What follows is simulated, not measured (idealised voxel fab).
Title: Process Module voxel fin reveal
The cross-section shown here is cut; it is 190 nm wide and divided into square cells measuring 5 nm on a side.
Just so we're on the same page, the cross-sections are grids of square cells, and they're listed out in bands top to bottom, each band one or more rows deep. Heads up on the band format: heights come first, top then bottom, in nm. After that it's the materials left to right, each with its width in nm. A single material flagged "throughout" fills the whole band edge to edge, and "air" means there's empty space there. Height 0 is the level under which the wafer as received is all one material. The lowest band goes on downwards, as in "top 0, no bottom". Read "30 to 40" as a graded width: first number on top, second number at the bottom, same change between each pair of neighbouring rows. It should be understood that the words "no modifications", when stated for a given step, signify that the cross-section underwent no change in any of its cells during that step. Enclosed voids (no open way to top), threshold 8 cells or more, entry "Closed internal voids", notation width x height at distance, distance from left edge, nm. Anything after a step's settings on that line? It's the simulator's own note about the step. Steps that use a mask can have "overlay nm" on their line. It says how far the mask sat to the right of where it was meant to be. Negative means to the left.
Process steps (planned):
1: RECEIVE | material Si
2: CONFORMAL_DEP | material SiN | thk nm 5
3: MASKED_ETCH | tone cover | mask id FINS | width nm 15 | pitch nm 40 | etch materials SiN | depth nm 5 | overlay nm 0
4: MASKED_ETCH | tone cover | mask id FINS | width nm 15 | pitch nm 40 | etch materials Si | depth nm 35 | overlay nm 0
5: OXIDIZE | depth nm 5
6: FILL_DEP | material SiO2 | thk nm 15
7: CMP | height nm 5
8: SELECTIVE_ETCH | etch materials SiO2 | depth nm 15
9: STRIP | etch materials SiN
Step 1 complete: cross-section of the wafer as received:
* top 0, no bottom = Si throughout
* Closed internal voids: none
First of two wafers: cross-section at end of module, run per plan:
* top 0, bottom -10 = 30 of air; 5 of Si; 35 of air; 5 of Si; 35 of air; 5 of Si; 35 of air; 5 of Si; 35 of air
* top -10, bottom -40 = 30 of SiO2; 5 of Si; 35 of SiO2; 5 of Si; 35 of SiO2; 5 of Si; 35 of SiO2; 5 of Si; 35 of SiO2
* top -40, no bottom = Si throughout
* Closed internal voids: none
second wafer at the end: like start, like plan, one mistake:
* top 0, bottom -10 = 30 of air; 5 of Si; 35 of air; 5 of Si; 35 of air; 5 of Si; 35 of air; 5 of Si; 35 of air
* top -10, bottom -15 = 10 of SiO2; 20 of air; 5 of Si; 35 of air; 5 of Si; 35 of air; 5 of Si; 35 of air; 5 of Si; 20 of air; 15 of SiO2
* top -15, bottom -40 = 30 of SiO2; 5 of Si; 35 of SiO2; 5 of Si; 35 of SiO2; 5 of Si; 35 of SiO2; 5 of Si; 35 of SiO2
* top -40, no bottom = Si throughout
* Closed internal voids: none
Plan not followed: swap of plan steps 8 and 9 during execution
Final comparison by cell count, materials where the second wafer has more or fewer than the first: SiO2: 29 fewer
